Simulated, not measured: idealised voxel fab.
Title: Process Module voxel ribs on slabs
Cross-section cut: width 295 nm, square cells of 5 nm.
Think of the cross-section as a grid of square cells. We describe it in bands, top to bottom, and each band covers one or more rows of those cells.
This entry defines a band. It first specifies the height of the band's top and the height of its bottom in nm, and then specifies the band's materials from left to right, stating each material with its width in nm. The word "edge to edge" identifies a single material that fills the band from edge to edge, while the word "empty" identifies empty space.
Heights are reckoned from 0. Under this level, the received wafer is all of one material. The bottommost band is open-ended downward, for example "from 0 down".
Read "30->40" as a graded width: first number on top, second number at the bottom, same change between each pair of neighbouring rows.
Basically "nothing different" means that step didn't change any cell in the cross-section.
Internal closed voids: empty space of 8 cells or more with no open way to the top, each as width x height at its distance from the left edge, in nm
Heads up: the bit after the settings on a step's line is the simulator's remark on that step.
Regarding "overlay nm": on a step with a mask, it is the distance the mask lay to the right of its planned place; a negative value places it to the left.

**Planned process steps**
1,RECEIVE with material Si
2,DIRECTIONAL_DEP with material SiO2, thk nm 30
3,DIRECTIONAL_DEP with material SiN, thk nm 25
4,DIRECTIONAL_DEP with material aC, thk nm 15
5,PATTERN with tone cover, mask id RIB, material resist, width nm 15, thk nm 30, overlay nm -15
6,DIRECTIONAL_ETCH with etch materials aC, depth nm 15
7,STRIP with etch materials resist
8,DIRECTIONAL_ETCH with etch materials SiN, depth nm 20
9,STRIP with etch materials aC
10,MASKED_ETCH with tone cover, mask id SLAB, width nm 55, etch materials SiN, depth nm 5, overlay nm 0
11,FILL_DEP with material SiO2, thk nm 30
12,CMP with height nm 75
13,DIRECTIONAL_DEP with material W, thk nm 5
14,DIRECTIONAL_DEP with material aC, thk nm 15
15,PATTERN with tone cover, mask id HEATER, material resist, width nm 25, thk nm 30, overlay nm 0
16,DIRECTIONAL_ETCH with etch materials aC, depth nm 15
17,STRIP with etch materials resist
18,DIRECTIONAL_ETCH with etch materials W, depth nm 5
19,STRIP with etch materials aC
20,CONFORMAL_DEP with material SiN, thk nm 5
What sets these wafers apart? The overlay nm at step 5. They all start alike, and the plan carries the first wafer's value.

**Cross-section of the first of several received wafers, showing its state after step 1**
> from 0 down | Si edge to edge
> Internal closed voids: none

**For your reference, the table is organized with a row per wafer; each row reflects the wafer at the end of the module, indicating for each material the cells gained (+) or lost (-) since receipt, and thereafter its closed voids**
overlay nm -15, +84 SiN, +862 SiO2, +5 W, Internal closed voids: none
overlay nm -10, +84 SiN, +862 SiO2, +5 W, Internal closed voids: none
overlay nm -5, +84 SiN, +862 SiO2, +5 W, Internal closed voids: none
overlay nm 0, +84 SiN, +862 SiO2, +5 W, Internal closed voids: none
overlay nm 5, +84 SiN, +862 SiO2, +5 W, Internal closed voids: none
overlay nm 10, +84 SiN, +862 SiO2, +5 W, Internal closed voids: none
overlay nm 15, +84 SiN, +862 SiO2, +5 W, Internal closed voids: none
